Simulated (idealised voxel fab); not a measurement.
This is a process module. Its name is voxel air gaps.
Each square cell in cross-section cut measures 5 nm, and the section as a whole is 185 nm wide.
A cross-section in this document is a grid of square cells, and it is written down as bands, the top band listed before the ones below it; a band is made up of one or more rows of cells. Top height, bottom height, nm. Materials left to right, width each, nm. Single material + "everywhere" = fills band edge to edge. "air" = empty. It should be noted that heights are counted from 0, beneath which the wafer as supplied is of one material throughout, and that the lowest band possesses no lower boundary but continues downward, as written in "0..down". Top row gets the first number, bottom row gets the second, and each row in between changes by the same step: that is how a band width like "30 to 40" works. A step reported as "nothing changed" is a step in which no cell of the cross-section changed. What "Enclosed void catalog" gives you is every empty space of 8 cells or more that is cut off from the top. Each appears as width x height at distance, with the distance taken from the left edge and width, height and distance all in nm. Post-settings text on a step line: simulator's own remark regarding the step. Regarding "overlay nm": on a step with a mask, it is the distance the mask lay to the right of its planned place; a negative value places it to the left. Each of the pairs that make up the rest of this document says: here is the cross-section before one process step, here is the cross-section after it, drawn only down to the lowest band that changed, and here, under the pair, is the step lying between them with its settings. Different pairs may come from different runs of this module on the same starting wafer, so a pair continues from the pair above it only where its entry headed "State before step" says so.

### State before step
- 100..70  resist 30 nm | air 30 nm | resist 15 nm | air 30 nm | resist 15 nm | air 30 nm | resist 35 nm
- 70..60  aC everywhere
- 60..20  lowk everywhere
- 20..15  SiCN everywhere
- 15..0  SiO2 everywhere
- 0..down  Si everywhere
- Enclosed void catalog: none

### Structure After Step
- 90..70  resist 30 nm | air 30 nm | resist 15 nm | air 30 nm | resist 15 nm | air 30 nm | resist 35 nm
- 70..60  aC 30 nm | air 30 nm | aC 15 nm | air 30 nm | aC 15 nm | air 30 nm | aC 35 nm
- Below 60, no change.
- Enclosed void catalog: none
The structure goes from the before cross-section above to the after cross-section through op DIRECTIONAL_ETCH | etch materials aC | depth nm 10

State before step: unchanged from the after cross-section in the pair immediately above; refer to that figure.

### Structure After Step
- 70..60  aC 30 nm | air 30 nm | aC 15 nm | air 30 nm | aC 15 nm | air 30 nm | aC 35 nm
- Below 60, no change.
- Enclosed void catalog: none
The structure goes from the before cross-section above to the after cross-section through op STRIP | etch materials resist

State before step: unchanged from the after cross-section in the pair immediately above; refer to that figure.

### Structure After Step
- 70..60  aC 30 nm | air 30 nm | aC 15 nm | air 30 nm | aC 15 nm | air 30 nm | aC 35 nm
- 60..20  lowk 30 nm | air 30 nm | lowk 15 nm | air 30 nm | lowk 15 nm | air 30 nm | lowk 35 nm
- Below 20, no change.
- Enclosed void catalog: none
The structure goes from the before cross-section above to the after cross-section through op DIRECTIONAL_ETCH | etch materials lowk | depth nm 40

State before step: unchanged from the after cross-section in the pair immediately above; refer to that figure.

### Structure After Step
- 60..20  lowk 30 nm | air 30 nm | lowk 15 nm | air 30 nm | lowk 15 nm | air 30 nm | lowk 35 nm
- Below 20, no change.
- Enclosed void catalog: none
The structure goes from the before cross-section above to the after cross-section through op STRIP | etch materials aC

State before step: unchanged from the after cross-section in the pair immediately above; refer to that figure.

### Structure After Step
- 65..60  TiN 35 nm | air 20 nm | TiN 25 nm | air 20 nm | TiN 25 nm | air 20 nm | TiN 40 nm
- 60..25  lowk 30 nm | TiN 5 nm | air 20 nm | TiN 5 nm | lowk 15 nm | TiN 5 nm | air 20 nm | TiN 5 nm | lowk 15 nm | TiN 5 nm | air 20 nm | TiN 5 nm | lowk 35 nm
- 25..20  lowk 30 nm | TiN 30 nm | lowk 15 nm | TiN 30 nm | lowk 15 nm | TiN 30 nm | lowk 35 nm
- Below 20, no change.
- Enclosed void catalog: none
The structure goes from the before cross-section above to the after cross-section through op CONFORMAL_DEP | material TiN | thk nm 5

State before step: unchanged from the after cross-section in the pair immediately above; refer to that figure.

### Structure After Step
- 75..65  Cu everywhere
- 65..60  TiN 35 nm | Cu 20 nm | TiN 25 nm | Cu 20 nm | TiN 25 nm | Cu 20 nm | TiN 40 nm
- 60..25  lowk 30 nm | TiN 5 nm | Cu 20 nm | TiN 5 nm | lowk 15 nm | TiN 5 nm | Cu 20 nm | TiN 5 nm | lowk 15 nm | TiN 5 nm | Cu 20 nm | TiN 5 nm | lowk 35 nm
- Below 25, no change.
- Enclosed void catalog: none
The structure goes from the before cross-section above to the after cross-section through op FILL_DEP | material Cu | thk nm 10

State before step: unchanged from the after cross-section in the pair immediately above; refer to that figure.

### Structure After Step
- 60..25  lowk 30 nm | TiN 5 nm | Cu 20 nm | TiN 5 nm | lowk 15 nm | TiN 5 nm | Cu 20 nm | TiN 5 nm | lowk 15 nm | TiN 5 nm | Cu 20 nm | TiN 5 nm | lowk 35 nm
- Below 25, no change.
- Enclosed void catalog: none
The structure goes from the before cross-section above to the after cross-section through op CMP | height nm 60

State before step: unchanged from the after cross-section in the pair immediately above; refer to that figure.

### Structure After Step
- 70..60  air 20 nm | Ru 140 nm | air 25 nm
- Below 60, no change.
- Enclosed void catalog: none
The structure goes from the before cross-section above to the after cross-section through op EPI | material Ru | thk nm 10

State before step: unchanged from the after cross-section in the pair immediately above; refer to that figure.

### Structure After Step
- 70..60  air 20 nm | Ru 140 nm | air 25 nm
- 60..25  air 30 nm | TiN 5 nm | Cu 20 nm | TiN 5 nm | lowk 15 nm | TiN 5 nm | Cu 20 nm | TiN 5 nm | lowk 15 nm | TiN 5 nm | Cu 20 nm | TiN 5 nm | air 35 nm
- 25..20  air 30 nm | TiN 30 nm | lowk 15 nm | TiN 30 nm | lowk 15 nm | TiN 30 nm | air 35 nm
- Below 20, no change.
- Enclosed void catalog: none
The structure goes from the before cross-section above to the after cross-section through op SELECTIVE_ETCH | etch materials lowk | depth nm 50

State before step: unchanged from the after cross-section in the pair immediately above; refer to that figure.

### Structure After Step
- 75..70  air 15 nm | SiCN 150 nm | air 20 nm
- 70..60  air 15 nm | SiCN 5 nm | Ru 140 nm | SiCN 5 nm | air 20 nm
- 60..55  air 15 nm | SiCN 15 nm | TiN 5 nm | Cu 20 nm | TiN 5 nm | lowk 15 nm | TiN 5 nm | Cu 20 nm | TiN 5 nm | lowk 15 nm | TiN 5 nm | Cu 20 nm | TiN 5 nm | SiCN 15 nm | air 20 nm
- 55..25  air 25 nm | SiCN 5 nm | TiN 5 nm | Cu 20 nm | TiN 5 nm | lowk 15 nm | TiN 5 nm | Cu 20 nm | TiN 5 nm | lowk 15 nm | TiN 5 nm | Cu 20 nm | TiN 5 nm | SiCN 5 nm | air 30 nm
- 25..20  SiCN 30 nm | TiN 30 nm | lowk 15 nm | TiN 30 nm | lowk 15 nm | TiN 30 nm | SiCN 35 nm
- Below 20, no change.
- Enclosed void catalog: none
The structure goes from the before cross-section above to the after cross-section through op CONFORMAL_DEP | material SiCN | thk nm 5

### State before step
- 70..60  aC everywhere
- 60..20  lowk everywhere
- 20..15  SiCN everywhere
- 15..0  SiO2 everywhere
- 0..down  Si everywhere
- Enclosed void catalog: none

### Structure After Step
- 100..70  resist 40 nm | air 20 nm | resist 25 nm | air 20 nm | resist 25 nm | air 20 nm | resist 35 nm
- Below 70, no change.
- Enclosed void catalog: none
The structure goes from the before cross-section above to the after cross-section through op PATTERN | tone open | mask id LINES | material resist | width nm 20 | pitch nm 45 | thk nm 30 | overlay nm 5

State before step: unchanged from the after cross-section in the pair immediately above; refer to that figure.

### Structure After Step
- 90..70  resist 40 nm | air 20 nm | resist 25 nm | air 20 nm | resist 25 nm | air 20 nm | resist 35 nm
- 70..60  aC 40 nm | air 20 nm | aC 25 nm | air 20 nm | aC 25 nm | air 20 nm | aC 35 nm
- Below 60, no change.
- Enclosed void catalog: none
The structure goes from the before cross-section above to the after cross-section through op DIRECTIONAL_ETCH | etch materials aC | depth nm 10

State before step: unchanged from the after cross-section in the pair immediately above; refer to that figure.

### Structure After Step
- 70..60  aC 40 nm | air 20 nm | aC 25 nm | air 20 nm | aC 25 nm | air 20 nm | aC 35 nm
- Below 60, no change.
- Enclosed void catalog: none
The structure goes from the before cross-section above to the after cross-section through op STRIP | etch materials resist

State before step: unchanged from the after cross-section in the pair immediately above; refer to that figure.

### Structure After Step
- 70..60  aC 40 nm | air 20 nm | aC 25 nm | air 20 nm | aC 25 nm | air 20 nm | aC 35 nm
- 60..20  lowk 40 nm | air 20 nm | lowk 25 nm | air 20 nm | lowk 25 nm | air 20 nm | lowk 35 nm
- Below 20, no change.
- Enclosed void catalog: none
The structure goes from the before cross-section above to the after cross-section through op DIRECTIONAL_ETCH | etch materials lowk | depth nm 40

State before step: unchanged from the after cross-section in the pair immediately above; refer to that figure.

### Structure After Step
- 60..20  lowk 40 nm | air 20 nm | lowk 25 nm | air 20 nm | lowk 25 nm | air 20 nm | lowk 35 nm
- Below 20, no change.
- Enclosed void catalog: none
The structure goes from the before cross-section above to the after cross-section through op STRIP | etch materials aC

State before step: unchanged from the after cross-section in the pair immediately above; refer to that figure.

### Structure After Step
- 65..60  TiN 45 nm | air 10 nm | TiN 35 nm | air 10 nm | TiN 35 nm | air 10 nm | TiN 40 nm
- 60..25  lowk 40 nm | TiN 5 nm | air 10 nm | TiN 5 nm | lowk 25 nm | TiN 5 nm | air 10 nm | TiN 5 nm | lowk 25 nm | TiN 5 nm | air 10 nm | TiN 5 nm | lowk 35 nm
- 25..20  lowk 40 nm | TiN 20 nm | lowk 25 nm | TiN 20 nm | lowk 25 nm | TiN 20 nm | lowk 35 nm
- Below 20, no change.
- Enclosed void catalog: none
The structure goes from the before cross-section above to the after cross-section through op CONFORMAL_DEP | material TiN | thk nm 5

State before step: unchanged from the after cross-section in the pair immediately above; refer to that figure.

### Structure After Step
- 75..65  Cu everywhere
- 65..60  TiN 45 nm | Cu 10 nm | TiN 35 nm | Cu 10 nm | TiN 35 nm | Cu 10 nm | TiN 40 nm
- 60..25  lowk 40 nm | TiN 5 nm | Cu 10 nm | TiN 5 nm | lowk 25 nm | TiN 5 nm | Cu 10 nm | TiN 5 nm | lowk 25 nm | TiN 5 nm | Cu 10 nm | TiN 5 nm | lowk 35 nm
- Below 25, no change.
- Enclosed void catalog: none
The structure goes from the before cross-section above to the after cross-section through op FILL_DEP | material Cu | thk nm 10

State before step: unchanged from the after cross-section in the pair immediately above; refer to that figure.

### Structure After Step
- 60..25  lowk 40 nm | TiN 5 nm | Cu 10 nm | TiN 5 nm | lowk 25 nm | TiN 5 nm | Cu 10 nm | TiN 5 nm | lowk 25 nm | TiN 5 nm | Cu 10 nm | TiN 5 nm | lowk 35 nm
- Below 25, no change.
- Enclosed void catalog: none
The structure goes from the before cross-section above to the after cross-section through op CMP | height nm 60

State before step: unchanged from the after cross-section in the pair immediately above; refer to that figure.

### Structure After Step
- 70..60  air 30 nm | Ru 40 nm | air 5 nm | Ru 40 nm | air 5 nm | Ru 40 nm | air 25 nm
- Below 60, no change.
- Enclosed void catalog: none
The structure goes from the before cross-section above to the after cross-section through op EPI | material Ru | thk nm 10

State before step: unchanged from the after cross-section in the pair immediately above; refer to that figure.

### Structure After Step
- 70..60  air 30 nm | Ru 40 nm | air 5 nm | Ru 40 nm | air 5 nm | Ru 40 nm | air 25 nm
- 60..25  air 40 nm | TiN 5 nm | Cu 10 nm | TiN 5 nm | air 25 nm | TiN 5 nm | Cu 10 nm | TiN 5 nm | air 25 nm | TiN 5 nm | Cu 10 nm | TiN 5 nm | air 35 nm
- 25..20  air 40 nm | TiN 20 nm | air 25 nm | TiN 20 nm | air 25 nm | TiN 20 nm | air 35 nm
- Below 20, no change.
- Enclosed void catalog: none
The structure goes from the before cross-section above to the after cross-section through op SELECTIVE_ETCH | etch materials lowk | depth nm 50

State before step: unchanged from the after cross-section in the pair immediately above; refer to that figure.

### Structure After Step
- 75..70  air 25 nm | SiCN 140 nm | air 20 nm
- 70..60  air 25 nm | SiCN 5 nm | Ru 40 nm | SiCN 5 nm | Ru 40 nm | SiCN 5 nm | Ru 40 nm | SiCN 5 nm | air 20 nm
- 60..55  air 25 nm | SiCN 15 nm | TiN 5 nm | Cu 10 nm | TiN 5 nm | SiCN 25 nm | TiN 5 nm | Cu 10 nm | TiN 5 nm | SiCN 25 nm | TiN 5 nm | Cu 10 nm | TiN 5 nm | SiCN 15 nm | air 20 nm
- 55..25  air 35 nm | SiCN 5 nm | TiN 5 nm | Cu 10 nm | TiN 5 nm | SiCN 5 nm | air 15 nm | SiCN 5 nm | TiN 5 nm | Cu 10 nm | TiN 5 nm | SiCN 5 nm | air 15 nm | SiCN 5 nm | TiN 5 nm | Cu 10 nm | TiN 5 nm | SiCN 5 nm | air 30 nm
- 25..20  SiCN 40 nm | TiN 20 nm | SiCN 25 nm | TiN 20 nm | SiCN 25 nm | TiN 20 nm | SiCN 35 nm
- Below 20, no change.
- Enclosed void catalog: 15 x 30 at 65; 15 x 30 at 110
The structure goes from the before cross-section above to the after cross-section through op CONFORMAL_DEP | material SiCN | thk nm 5

### State before step
- 70..60  air 25 nm | Ru 40 nm | air 5 nm | Ru 40 nm | air 5 nm | Ru 40 nm | air 30 nm
- 60..25  air 35 nm | TiN 5 nm | Cu 10 nm | TiN 5 nm | air 25 nm | TiN 5 nm | Cu 10 nm | TiN 5 nm | air 25 nm | TiN 5 nm | Cu 10 nm | TiN 5 nm | air 40 nm
- 25..20  air 35 nm | TiN 20 nm | air 25 nm | TiN 20 nm | air 25 nm | TiN 20 nm | air 40 nm
- 20..15  SiCN everywhere
- 15..0  SiO2 everywhere
- 0..down  Si everywhere
- Enclosed void catalog: none

### Structure After Step
- 75..70  air 20 nm | aC 140 nm | air 25 nm
- 70..60  air 20 nm | aC 5 nm | Ru 40 nm | aC 5 nm | Ru 40 nm | aC 5 nm | Ru 40 nm | aC 5 nm | air 25 nm
- 60..55  air 20 nm | aC 15 nm | TiN 5 nm | Cu 10 nm | TiN 5 nm | aC 25 nm | TiN 5 nm | Cu 10 nm | TiN 5 nm | aC 25 nm | TiN 5 nm | Cu 10 nm | TiN 5 nm | aC 15 nm | air 25 nm
- 55..25  air 30 nm | aC 5 nm | TiN 5 nm | Cu 10 nm | TiN 5 nm | aC 5 nm | air 15 nm | aC 5 nm | TiN 5 nm | Cu 10 nm | TiN 5 nm | aC 5 nm | air 15 nm | aC 5 nm | TiN 5 nm | Cu 10 nm | TiN 5 nm | aC 5 nm | air 35 nm
- 25..20  aC 35 nm | TiN 20 nm | aC 25 nm | TiN 20 nm | aC 25 nm | TiN 20 nm | aC 40 nm
- Below 20, no change.
- Enclosed void catalog: 15 x 30 at 60; 15 x 30 at 105
The structure goes from the before cross-section above to the after cross-section through op CONFORMAL_DEP | material aC | thk nm 5

### State before step
- 70..60  aC everywhere
- 60..20  lowk everywhere
- 20..15  SiCN everywhere
- 15..0  SiO2 everywhere
- 0..down  Si everywhere
- Enclosed void catalog: none

### Structure After Step
- 100..70  air 35 nm | resist 20 nm | air 25 nm | resist 20 nm | air 25 nm | resist 20 nm | air 40 nm
- Below 70, no change.
- Enclosed void catalog: none
The structure goes from the before cross-section above to the after cross-section through op PATTERN | tone cover | mask id LINES | material resist | width nm 20 | pitch nm 45 | thk nm 30 | overlay nm 0

State before step: unchanged from the after cross-section in the pair immediately above; refer to that figure.

### Structure After Step
- 90..70  air 35 nm | resist 20 nm | air 25 nm | resist 20 nm | air 25 nm | resist 20 nm | air 40 nm
- 70..60  air 35 nm | aC 20 nm | air 25 nm | aC 20 nm | air 25 nm | aC 20 nm | air 40 nm
- Below 60, no change.
- Enclosed void catalog: none
The structure goes from the before cross-section above to the after cross-section through op DIRECTIONAL_ETCH | etch materials aC | depth nm 10

State before step: unchanged from the after cross-section in the pair immediately above; refer to that figure.

### Structure After Step
- 70..60  air 35 nm | aC 20 nm | air 25 nm | aC 20 nm | air 25 nm | aC 20 nm | air 40 nm
- Below 60, no change.
- Enclosed void catalog: none
The structure goes from the before cross-section above to the after cross-section through op STRIP | etch materials resist

State before step: unchanged from the after cross-section in the pair immediately above; refer to that figure.

### Structure After Step
- 70..60  air 35 nm | aC 20 nm | air 25 nm | aC 20 nm | air 25 nm | aC 20 nm | air 40 nm
- 60..20  air 35 nm | lowk 20 nm | air 25 nm | lowk 20 nm | air 25 nm | lowk 20 nm | air 40 nm
- Below 20, no change.
- Enclosed void catalog: none
The structure goes from the before cross-section above to the after cross-section through op DIRECTIONAL_ETCH | etch materials lowk | depth nm 40

State before step: unchanged from the after cross-section in the pair immediately above; refer to that figure.

### Structure After Step
- 60..20  air 35 nm | lowk 20 nm | air 25 nm | lowk 20 nm | air 25 nm | lowk 20 nm | air 40 nm
- Below 20, no change.
- Enclosed void catalog: none
The structure goes from the before cross-section above to the after cross-section through op STRIP | etch materials aC

State before step: unchanged from the after cross-section in the pair immediately above; refer to that figure.

### Structure After Step
- 65..60  air 30 nm | TiN 30 nm | air 15 nm | TiN 30 nm | air 15 nm | TiN 30 nm | air 35 nm
- 60..25  air 30 nm | TiN 5 nm | lowk 20 nm | TiN 5 nm | air 15 nm | TiN 5 nm | lowk 20 nm | TiN 5 nm | air 15 nm | TiN 5 nm | lowk 20 nm | TiN 5 nm | air 35 nm
- 25..20  TiN 35 nm | lowk 20 nm | TiN 25 nm | lowk 20 nm | TiN 25 nm | lowk 20 nm | TiN 40 nm
- Below 20, no change.
- Enclosed void catalog: none
The structure goes from the before cross-section above to the after cross-section through op CONFORMAL_DEP | material TiN | thk nm 5

State before step: unchanged from the after cross-section in the pair immediately above; refer to that figure.

### Structure After Step
- 75..65  Cu everywhere
- 65..60  Cu 30 nm | TiN 30 nm | Cu 15 nm | TiN 30 nm | Cu 15 nm | TiN 30 nm | Cu 35 nm
- 60..25  Cu 30 nm | TiN 5 nm | lowk 20 nm | TiN 5 nm | Cu 15 nm | TiN 5 nm | lowk 20 nm | TiN 5 nm | Cu 15 nm | TiN 5 nm | lowk 20 nm | TiN 5 nm | Cu 35 nm
- Below 25, no change.
- Enclosed void catalog: none
The structure goes from the before cross-section above to the after cross-section through op FILL_DEP | material Cu | thk nm 10

State before step: unchanged from the after cross-section in the pair immediately above; refer to that figure.

### Structure After Step
- 60..25  Cu 30 nm | TiN 5 nm | lowk 20 nm | TiN 5 nm | Cu 15 nm | TiN 5 nm | lowk 20 nm | TiN 5 nm | Cu 15 nm | TiN 5 nm | lowk 20 nm | TiN 5 nm | Cu 35 nm
- Below 25, no change.
- Enclosed void catalog: none
The structure goes from the before cross-section above to the after cross-section through op CMP | height nm 60

State before step: unchanged from the after cross-section in the pair immediately above; refer to that figure.

### Structure After Step
- 70..60  Ru everywhere
- Below 60, no change.
- Enclosed void catalog: none
The structure goes from the before cross-section above to the after cross-section through op EPI | material Ru | thk nm 10

State before step: unchanged from the after cross-section in the pair immediately above; refer to that figure.

### Structure After Step
- 75..70  SiCN everywhere
- Below 70, no change.
- Enclosed void catalog: none
The structure goes from the before cross-section above to the after cross-section through op CONFORMAL_DEP | material SiCN | thk nm 5
